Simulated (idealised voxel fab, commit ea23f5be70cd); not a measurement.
process module | voxel self aligned contacts
cross-section cut | 175 nm wide | cells 5 nm
A cross-section is a grid of square cells, given in bands from the top down. A band is one or more rows of cells.
Each band's line starts with the height of the band's top and of its bottom, in nm. Then come its materials from left to right, each with its width in nm. One material with "throughout" fills the band from edge to edge. "air" is empty space.
Height 0 is the level under which the wafer as received is all one material. The lowest band goes on downwards, as in "0 down".
A width such as "30 to 40" changes by the same amount from each row of cells to the next, from the band's top row to its bottom row.
"no change" after a step means that no cell of the cross-section changed.
closed voids: empty space of 8 cells or more with no open way to the top, each as width x height at its distance from the left edge, in nm
after a step's settings: what the simulator itself notes on the step
overlay nm, on a step with a mask: how far to the right of its planned place the mask lay; to the left if negative
plan
1 op RECEIVE | material Si
2 op OXIDIZE | depth nm 5
3 op DIRECTIONAL_DEP | material polySi | thk nm 25
4 op DIRECTIONAL_DEP | material SiN | thk nm 20
5 op MASKED_ETCH | tone cover | mask id GATE | width nm 25 | pitch nm 65 | etch materials SiN | depth nm 20 | overlay nm 0
6 op MASKED_ETCH | tone cover | mask id GATE | width nm 25 | pitch nm 65 | etch materials polySi | depth nm 25 | overlay nm 0
7 op CONFORMAL_DEP | material SiN | thk nm 10
8 op DIRECTIONAL_ETCH | etch materials SiN | depth nm 10
9 op FILL_DEP | material SiO2 | thk nm 10
10 op CMP | height nm 50
11 op PATTERN | tone open | mask id CONTACT | material resist | width nm 50 | thk nm 15 | overlay nm 0
12 op DIRECTIONAL_ETCH | etch materials SiO2 | depth nm 55
13 op STRIP | etch materials resist
14 op CONFORMAL_DEP | material TiN | thk nm 5
15 op FILL_DEP | material W | thk nm 10
16 op CMP | height nm 50
17 op CONFORMAL_DEP | material SiCN | thk nm 5
as received, after step 1
  0 down: Si throughout
  closed voids: none
first wafer at the end, as planned
  55 to 50: SiCN throughout
  50 to 45: SiO2 60 | TiN 20 | W 10 | TiN 20 | SiO2 65
  45 to 25: SiO2 30 | SiN 45 | TiN 5 | W 10 | TiN 5 | SiN 45 | SiO2 35
  25 to 0: SiO2 30 | SiN 10 | polySi 25 | SiN 10 | TiN 5 | W 10 | TiN 5 | SiN 10 | polySi 25 | SiN 10 | SiO2 35
  0 to -5: SiO2 75 | TiN 20 | SiO2 80
  -5 down: Si throughout
  closed voids: none
second wafer at the end: like start, like plan, one mistake
  55 to 50: SiCN throughout
  50 to 45: SiO2 60 | TiN 20 | W 10 | TiN 20 | SiO2 65
  45 to 25: SiO2 30 | SiN 45 | TiN 5 | W 10 | TiN 5 | SiN 45 | SiO2 35
  25 to 15: SiO2 30 | SiN 10 | polySi 25 | SiN 10 | TiN 5 | W 10 | TiN 5 | SiN 10 | polySi 25 | SiN 10 | SiO2 35
  15 to 10: SiO2 30 | SiN 10 | polySi 25 | SiN 10 | TiN 20 | SiN 10 | polySi 25 | SiN 10 | SiO2 35
  10 to 0: polySi throughout
  0 to -5: SiO2 throughout
  -5 down: Si throughout
  closed voids: none
what went wrong: step 6 ran as: op MASKED_ETCH | tone cover | mask id GATE | width nm 25 | pitch nm 65 | etch materials polySi | depth nm 15 | overlay nm 0
at the end the second wafer has, in cells: 16 fewer of SiN | 22 fewer of SiO2 | 6 fewer of TiN | 6 fewer of W | 50 more of polySi
